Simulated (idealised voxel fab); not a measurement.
process module | voxel transistor to metal
cross-section cut | 185 nm wide | cells 5 nm
A cross-section is a grid of square cells, given in bands from the top down. A band is one or more rows of cells.
Each band's line starts with the height of the band's top and of its bottom, in nm. Then come its materials from left to right, each with its width in nm. One material with "throughout" fills the band from edge to edge. "air" is empty space.
Height 0 is the level under which the wafer as received is all one material. The lowest band goes on downwards, as in "0 down".
A width such as "30 to 40" changes by the same amount from each row of cells to the next, from the band's top row to its bottom row.
"no change" after a step means that no cell of the cross-section changed.
closed voids: empty space of 8 cells or more with no open way to the top, each as width x height at its distance from the left edge, in nm
after a step's settings: what the simulator itself notes on the step
overlay nm, on a step with a mask: how far to the right of its planned place the mask lay; to the left if negative
plan
1 op RECEIVE | material Si
2 op OXIDIZE | depth nm 5
3 op CONFORMAL_DEP | material SiN | thk nm 10
4 op PATTERN | tone cover | mask id ACTIVE | material resist | width nm 115 | thk nm 15 | overlay nm 0
5 op DIRECTIONAL_ETCH | etch materials SiN | depth nm 10
6 op DIRECTIONAL_ETCH | etch materials SiO2 | depth nm 5
7 op DIRECTIONAL_ETCH | etch materials Si | depth nm 35
8 op STRIP | etch materials resist
9 op OXIDIZE | depth nm 5
10 op FILL_DEP | material SiO2 | thk nm 5
11 op CMP | height nm 10
12 op SELECTIVE_ETCH | etch materials SiO2 | depth nm 5
13 op STRIP | etch materials SiN
14 op SELECTIVE_ETCH | etch materials SiO2 | depth nm 5
15 op OXIDIZE | depth nm 5
16 op DIRECTIONAL_DEP | material polySi | thk nm 25
17 op DIRECTIONAL_DEP | material SiCN | thk nm 10
18 op MASKED_ETCH | tone cover | mask id GATE | width nm 35 | etch materials SiCN | depth nm 20 | overlay nm 0
19 op MASKED_ETCH | tone cover | mask id GATE | width nm 35 | etch materials polySi | depth nm 35 | overlay nm 0
20 op CONFORMAL_DEP | material SiN | thk nm 10
21 op DIRECTIONAL_ETCH | etch materials SiN | depth nm 10
22 op DIRECTIONAL_ETCH | etch materials SiO2 | depth nm 5
23 op DIRECTIONAL_ETCH | etch materials Si | depth nm 10
24 op EPI | material pSi | thk nm 15
25 op FILL_DEP | material SiO2 | thk nm 5
26 op CMP | height nm 20
27 op STRIP | etch materials polySi
28 op SELECTIVE_ETCH | etch materials SiO2 | depth nm 5
29 op CONFORMAL_DEP | material HfO2 | thk nm 5
30 op CONFORMAL_DEP | material TiN | thk nm 5
31 op FILL_DEP | material W | thk nm 5
32 op CMP | height nm 15
33 op DIRECTIONAL_DEP | material SiO2 | thk nm 10
34 op DIRECTIONAL_DEP | material aC | thk nm 15
35 op PATTERN | tone open | mask id CONTACT | material resist | width nm 15 | pitch nm 90 | thk nm 35 | overlay nm 0
36 op DIRECTIONAL_ETCH | etch materials aC | depth nm 15
37 op STRIP | etch materials resist
38 op DIRECTIONAL_ETCH | etch materials SiO2 | depth nm 30
39 op STRIP | etch materials aC
40 op CONFORMAL_DEP | material TiN | thk nm 5
41 op FILL_DEP | material W | thk nm 10
42 op CMP | height nm 25
43 op DIRECTIONAL_DEP | material TiN | thk nm 5
44 op DIRECTIONAL_DEP | material Ru | thk nm 20
45 op MASKED_ETCH | tone cover | mask id METAL_1 | width nm 15 | pitch nm 90 | etch materials Ru | depth nm 20 | overlay nm 0
46 op MASKED_ETCH | tone cover | mask id METAL_1 | width nm 15 | pitch nm 90 | etch materials TiN | depth nm 5 | overlay nm 0
47 op CONFORMAL_DEP | material SiN | thk nm 5
48 op FILL_DEP | material SiO2 | thk nm 10
49 op CMP | height nm 50
50 op CONFORMAL_DEP | material SiCN | thk nm 5
first wafer, as planned
as received, after step 1
  0 down: Si throughout
  closed voids: none
after step 2
  0 to -5: SiO2 throughout
  below -5: unchanged
after step 3
  10 to 0: SiN throughout
  below 0: unchanged
after step 4
  25 to 10: air 35 | resist 115 | air 35
  below 10: unchanged
after step 5
  25 to 10: air 35 | resist 115 | air 35
  10 to 0: air 35 | SiN 115 | air 35
  below 0: unchanged
after step 6
  25 to 10: air 35 | resist 115 | air 35
  10 to 0: air 35 | SiN 115 | air 35
  0 to -5: air 35 | SiO2 115 | air 35
  below -5: unchanged
after step 7
  25 to 10: air 35 | resist 115 | air 35
  10 to 0: air 35 | SiN 115 | air 35
  0 to -5: air 35 | SiO2 115 | air 35
  -5 to -40: air 35 | Si 115 | air 35
  below -40: unchanged
after step 8
  10 to 0: air 35 | SiN 115 | air 35
  below 0: unchanged
after step 9
  10 to 0: air 35 | SiN 115 | air 35
  0 to -5: air 35 | SiO2 115 | air 35
  -5 to -40: air 35 | SiO2 5 | Si 105 | SiO2 5 | air 35
  -40 to -45: SiO2 40 | Si 105 | SiO2 40
  below -45: unchanged
after step 10
  15 to 10: SiO2 throughout
  10 to 0: SiO2 35 | SiN 115 | SiO2 35
  0 to -5: SiO2 throughout
  -5 to -45: SiO2 40 | Si 105 | SiO2 40
  below -45: unchanged
after step 11
  10 to 0: SiO2 35 | SiN 115 | SiO2 35
  below 0: unchanged
after step 12
  10 to 5: air 35 | SiN 115 | air 35
  below 5: unchanged
after step 13
  5 to 0: SiO2 35 | air 115 | SiO2 35
  below 0: unchanged
after step 14
  0 to -5: SiO2 30 | air 125 | SiO2 30
  below -5: unchanged
after step 15
  0 to -5: SiO2 30 | air 125 | SiO2 30
  -5 to -10: SiO2 throughout
  below -10: unchanged
after step 16
  25 to 20: polySi 30 | air 125 | polySi 30
  20 to 0: polySi throughout
  0 to -5: SiO2 30 | polySi 125 | SiO2 30
  below -5: unchanged
after step 17
  35 to 30: SiCN 30 | air 125 | SiCN 30
  30 to 25: SiCN throughout
  25 to 20: polySi 30 | SiCN 125 | polySi 30
  below 20: unchanged
after step 18
  30 to 25: air 75 | SiCN 35 | air 75
  25 to 20: polySi 30 | air 45 | SiCN 35 | air 45 | polySi 30
  below 20: unchanged
after step 19
  30 to 20: air 75 | SiCN 35 | air 75
  20 to 0: air 75 | polySi 35 | air 75
  0 to -5: SiO2 30 | air 45 | polySi 35 | air 45 | SiO2 30
  below -5: unchanged
after step 20
  40 to 30: air 65 | SiN 55 | air 65
  30 to 20: air 65 | SiN 10 | SiCN 35 | SiN 10 | air 65
  20 to 10: air 65 | SiN 10 | polySi 35 | SiN 10 | air 65
  10 to 5: SiN 40 | air 25 | SiN 10 | polySi 35 | SiN 10 | air 25 | SiN 40
  5 to 0: SiN 75 | polySi 35 | SiN 75
  0 to -5: SiO2 30 | SiN 45 | polySi 35 | SiN 45 | SiO2 30
  below -5: unchanged
after step 21
  30 to 20: air 65 | SiN 10 | SiCN 35 | SiN 10 | air 65
  20 to 0: air 65 | SiN 10 | polySi 35 | SiN 10 | air 65
  0 to -5: SiO2 30 | SiN 10 | air 25 | SiN 10 | polySi 35 | SiN 10 | air 25 | SiN 10 | SiO2 30
  below -5: unchanged
after step 22
  30 to 20: air 65 | SiN 10 | SiCN 35 | SiN 10 | air 65
  20 to 0: air 65 | SiN 10 | polySi 35 | SiN 10 | air 65
  0 to -5: air 30 | SiN 10 | air 25 | SiN 10 | polySi 35 | SiN 10 | air 25 | SiN 10 | air 30
  -5 to -10: SiO2 40 | air 25 | SiO2 55 | air 25 | SiO2 40
  below -10: unchanged
after step 23
  30 to 20: air 65 | SiN 10 | SiCN 35 | SiN 10 | air 65
  20 to 0: air 65 | SiN 10 | polySi 35 | SiN 10 | air 65
  0 to -5: air 30 | SiN 10 | air 25 | SiN 10 | polySi 35 | SiN 10 | air 25 | SiN 10 | air 30
  -5 to -10: SiO2 40 | air 25 | SiO2 55 | air 25 | SiO2 40
  -10 to -20: SiO2 40 | air 25 | Si 55 | air 25 | SiO2 40
  below -20: unchanged
after step 24
  30 to 20: air 65 | SiN 10 | SiCN 35 | SiN 10 | air 65
  20 to 5: air 65 | SiN 10 | polySi 35 | SiN 10 | air 65
  5 to 0: air 50 | pSi 15 | SiN 10 | polySi 35 | SiN 10 | pSi 15 | air 50
  0 to -5: air 30 | SiN 10 | air 10 | pSi 15 | SiN 10 | polySi 35 | SiN 10 | pSi 15 | air 10 | SiN 10 | air 30
  -5 to -10: SiO2 40 | pSi 25 | SiO2 55 | pSi 25 | SiO2 40
  -10 to -20: SiO2 40 | pSi 25 | Si 55 | pSi 25 | SiO2 40
  below -20: unchanged
after step 25
  35 to 30: SiO2 throughout
  30 to 20: SiO2 65 | SiN 10 | SiCN 35 | SiN 10 | SiO2 65
  20 to 5: SiO2 65 | SiN 10 | polySi 35 | SiN 10 | SiO2 65
  5 to 0: SiO2 50 | pSi 15 | SiN 10 | polySi 35 | SiN 10 | pSi 15 | SiO2 50
  0 to -5: SiO2 30 | SiN 10 | SiO2 10 | pSi 15 | SiN 10 | polySi 35 | SiN 10 | pSi 15 | SiO2 10 | SiN 10 | SiO2 30
  below -5: unchanged
after step 26
  20 to 5: SiO2 65 | SiN 10 | polySi 35 | SiN 10 | SiO2 65
  below 5: unchanged
after step 27
  20 to 5: SiO2 65 | SiN 10 | air 35 | SiN 10 | SiO2 65
  5 to 0: SiO2 50 | pSi 15 | SiN 10 | air 35 | SiN 10 | pSi 15 | SiO2 50
  0 to -5: SiO2 30 | SiN 10 | SiO2 10 | pSi 15 | SiN 10 | air 35 | SiN 10 | pSi 15 | SiO2 10 | SiN 10 | SiO2 30
  below -5: unchanged
after step 28
  20 to 15: air 65 | SiN 10 | air 35 | SiN 10 | air 65
  15 to 5: SiO2 65 | SiN 10 | air 35 | SiN 10 | SiO2 65
  5 to 0: SiO2 50 | pSi 15 | SiN 10 | air 35 | SiN 10 | pSi 15 | SiO2 50
  0 to -5: SiO2 30 | SiN 10 | SiO2 10 | pSi 15 | SiN 10 | air 35 | SiN 10 | pSi 15 | SiO2 10 | SiN 10 | SiO2 30
  -5 to -10: SiO2 40 | pSi 25 | SiO2 5 | air 45 | SiO2 5 | pSi 25 | SiO2 40
  below -10: unchanged
after step 29
  25 to 20: air 60 | HfO2 20 | air 25 | HfO2 20 | air 60
  20 to 15: HfO2 65 | SiN 10 | HfO2 5 | air 25 | HfO2 5 | SiN 10 | HfO2 65
  15 to 5: SiO2 65 | SiN 10 | HfO2 5 | air 25 | HfO2 5 | SiN 10 | SiO2 65
  5 to 0: SiO2 50 | pSi 15 | SiN 10 | HfO2 5 | air 25 | HfO2 5 | SiN 10 | pSi 15 | SiO2 50
  0 to -5: SiO2 30 | SiN 10 | SiO2 10 | pSi 15 | SiN 10 | HfO2 5 | air 25 | HfO2 5 | SiN 10 | pSi 15 | SiO2 10 | SiN 10 | SiO2 30
  -5 to -10: SiO2 40 | pSi 25 | SiO2 5 | HfO2 45 | SiO2 5 | pSi 25 | SiO2 40
  below -10: unchanged
after step 30
  30 to 25: air 55 | TiN 30 | air 15 | TiN 30 | air 55
  25 to 20: TiN 60 | HfO2 20 | TiN 5 | air 15 | TiN 5 | HfO2 20 | TiN 60
  20 to 15: HfO2 65 | SiN 10 | HfO2 5 | TiN 5 | air 15 | TiN 5 | HfO2 5 | SiN 10 | HfO2 65
  15 to 5: SiO2 65 | SiN 10 | HfO2 5 | TiN 5 | air 15 | TiN 5 | HfO2 5 | SiN 10 | SiO2 65
  5 to 0: SiO2 50 | pSi 15 | SiN 10 | HfO2 5 | TiN 5 | air 15 | TiN 5 | HfO2 5 | SiN 10 | pSi 15 | SiO2 50
  0 to -5: SiO2 30 | SiN 10 | SiO2 10 | pSi 15 | SiN 10 | HfO2 5 | TiN 25 | HfO2 5 | SiN 10 | pSi 15 | SiO2 10 | SiN 10 | SiO2 30
  below -5: unchanged
after step 31
  35 to 30: W throughout
  30 to 25: W 55 | TiN 30 | W 15 | TiN 30 | W 55
  25 to 20: TiN 60 | HfO2 20 | TiN 5 | W 15 | TiN 5 | HfO2 20 | TiN 60
  20 to 15: HfO2 65 | SiN 10 | HfO2 5 | TiN 5 | W 15 | TiN 5 | HfO2 5 | SiN 10 | HfO2 65
  15 to 5: SiO2 65 | SiN 10 | HfO2 5 | TiN 5 | W 15 | TiN 5 | HfO2 5 | SiN 10 | SiO2 65
  5 to 0: SiO2 50 | pSi 15 | SiN 10 | HfO2 5 | TiN 5 | W 15 | TiN 5 | HfO2 5 | SiN 10 | pSi 15 | SiO2 50
  below 0: unchanged
after step 32
  15 to 5: SiO2 65 | SiN 10 | HfO2 5 | TiN 5 | W 15 | TiN 5 | HfO2 5 | SiN 10 | SiO2 65
  below 5: unchanged
after step 33
  25 to 15: SiO2 throughout
  below 15: unchanged
after step 34
  40 to 25: aC throughout
  below 25: unchanged
after step 35
  75 to 40: resist 40 | air 15 | resist 75 | air 15 | resist 40
  below 40: unchanged
after step 36
  60 to 40: resist 40 | air 15 | resist 75 | air 15 | resist 40
  40 to 25: aC 40 | air 15 | aC 75 | air 15 | aC 40
  below 25: unchanged
after step 37
  40 to 25: aC 40 | air 15 | aC 75 | air 15 | aC 40
  below 25: unchanged
after step 38
  40 to 25: aC 40 | air 15 | aC 75 | air 15 | aC 40
  25 to 15: SiO2 40 | air 15 | SiO2 75 | air 15 | SiO2 40
  15 to 5: SiO2 40 | air 15 | SiO2 10 | SiN 10 | HfO2 5 | TiN 5 | W 15 | TiN 5 | HfO2 5 | SiN 10 | SiO2 10 | air 15 | SiO2 40
  5 to 0: SiO2 40 | air 10 | pSi 15 | SiN 10 | HfO2 5 | TiN 5 | W 15 | TiN 5 | HfO2 5 | SiN 10 | pSi 15 | air 10 | SiO2 40
  0 to -5: SiO2 30 | SiN 10 | air 10 | pSi 15 | SiN 10 | HfO2 5 | TiN 25 | HfO2 5 | SiN 10 | pSi 15 | air 10 | SiN 10 | SiO2 30
  below -5: unchanged
after step 39
  25 to 15: SiO2 40 | air 15 | SiO2 75 | air 15 | SiO2 40
  below 15: unchanged
after step 40
  30 to 25: TiN 45 | air 5 | TiN 85 | air 5 | TiN 45
  25 to 15: SiO2 40 | TiN 5 | air 5 | TiN 5 | SiO2 75 | TiN 5 | air 5 | TiN 5 | SiO2 40
  15 to 10: SiO2 40 | TiN 5 | air 5 | TiN 5 | SiO2 10 | SiN 10 | HfO2 5 | TiN 5 | W 15 | TiN 5 | HfO2 5 | SiN 10 | SiO2 10 | TiN 5 | air 5 | TiN 5 | SiO2 40
  10 to 5: SiO2 40 | TiN 15 | SiO2 10 | SiN 10 | HfO2 5 | TiN 5 | W 15 | TiN 5 | HfO2 5 | SiN 10 | SiO2 10 | TiN 15 | SiO2 40
  5 to 0: SiO2 40 | TiN 10 | pSi 15 | SiN 10 | HfO2 5 | TiN 5 | W 15 | TiN 5 | HfO2 5 | SiN 10 | pSi 15 | TiN 10 | SiO2 40
  0 to -5: SiO2 30 | SiN 10 | TiN 10 | pSi 15 | SiN 10 | HfO2 5 | TiN 25 | HfO2 5 | SiN 10 | pSi 15 | TiN 10 | SiN 10 | SiO2 30
  below -5: unchanged
after step 41
  40 to 30: W throughout
  30 to 25: TiN 45 | W 5 | TiN 85 | W 5 | TiN 45
  25 to 15: SiO2 40 | TiN 5 | W 5 | TiN 5 | SiO2 75 | TiN 5 | W 5 | TiN 5 | SiO2 40
  15 to 10: SiO2 40 | TiN 5 | W 5 | TiN 5 | SiO2 10 | SiN 10 | HfO2 5 | TiN 5 | W 15 | TiN 5 | HfO2 5 | SiN 10 | SiO2 10 | TiN 5 | W 5 | TiN 5 | SiO2 40
  below 10: unchanged
after step 42
  25 to 15: SiO2 40 | TiN 5 | W 5 | TiN 5 | SiO2 75 | TiN 5 | W 5 | TiN 5 | SiO2 40
  below 15: unchanged
after step 43
  30 to 25: TiN throughout
  below 25: unchanged
after step 44
  50 to 30: Ru throughout
  below 30: unchanged
after step 45
  50 to 30: air 40 | Ru 15 | air 75 | Ru 15 | air 40
  below 30: unchanged
after step 46
  50 to 30: air 40 | Ru 15 | air 75 | Ru 15 | air 40
  30 to 25: air 40 | TiN 15 | air 75 | TiN 15 | air 40
  below 25: unchanged
after step 47
  55 to 50: air 35 | SiN 25 | air 65 | SiN 25 | air 35
  50 to 30: air 35 | SiN 5 | Ru 15 | SiN 5 | air 65 | SiN 5 | Ru 15 | SiN 5 | air 35
  30 to 25: SiN 40 | TiN 15 | SiN 75 | TiN 15 | SiN 40
  below 25: unchanged
after step 48
  65 to 55: SiO2 throughout
  55 to 50: SiO2 35 | SiN 25 | SiO2 65 | SiN 25 | SiO2 35
  50 to 30: SiO2 35 | SiN 5 | Ru 15 | SiN 5 | SiO2 65 | SiN 5 | Ru 15 | SiN 5 | SiO2 35
  below 30: unchanged
after step 49
  50 to 30: SiO2 35 | SiN 5 | Ru 15 | SiN 5 | SiO2 65 | SiN 5 | Ru 15 | SiN 5 | SiO2 35
  below 30: unchanged
after step 50
  55 to 50: SiCN throughout
  below 50: unchanged
second wafer: like start, like plan, one mistake. Through step 43 it matches the first wafer
when step 44 should have ended
  45 to 30: Ru throughout
  below 30: unchanged
when step 45 should have ended
  45 to 30: air 40 | Ru 15 | air 75 | Ru 15 | air 40
  below 30: unchanged
when step 46 should have ended
  45 to 30: air 40 | Ru 15 | air 75 | Ru 15 | air 40
  30 to 25: air 40 | TiN 15 | air 75 | TiN 15 | air 40
  below 25: unchanged
when step 47 should have ended
  50 to 45: air 35 | SiN 25 | air 65 | SiN 25 | air 35
  45 to 30: air 35 | SiN 5 | Ru 15 | SiN 5 | air 65 | SiN 5 | Ru 15 | SiN 5 | air 35
  30 to 25: SiN 40 | TiN 15 | SiN 75 | TiN 15 | SiN 40
  below 25: unchanged
when step 48 should have ended
  60 to 50: SiO2 throughout
  50 to 45: SiO2 35 | SiN 25 | SiO2 65 | SiN 25 | SiO2 35
  45 to 30: SiO2 35 | SiN 5 | Ru 15 | SiN 5 | SiO2 65 | SiN 5 | Ru 15 | SiN 5 | SiO2 35
  below 30: unchanged
when step 49 should have ended
  50 to 45: SiO2 35 | SiN 25 | SiO2 65 | SiN 25 | SiO2 35
  below 45: unchanged
when step 50 should have ended
  55 to 50: SiCN throughout
  below 50: unchanged
what went wrong: step 44 ran as: op DIRECTIONAL_DEP | material Ru | thk nm 15
at the end the second wafer has, in cells: 6 fewer of Ru | 6 more of SiN
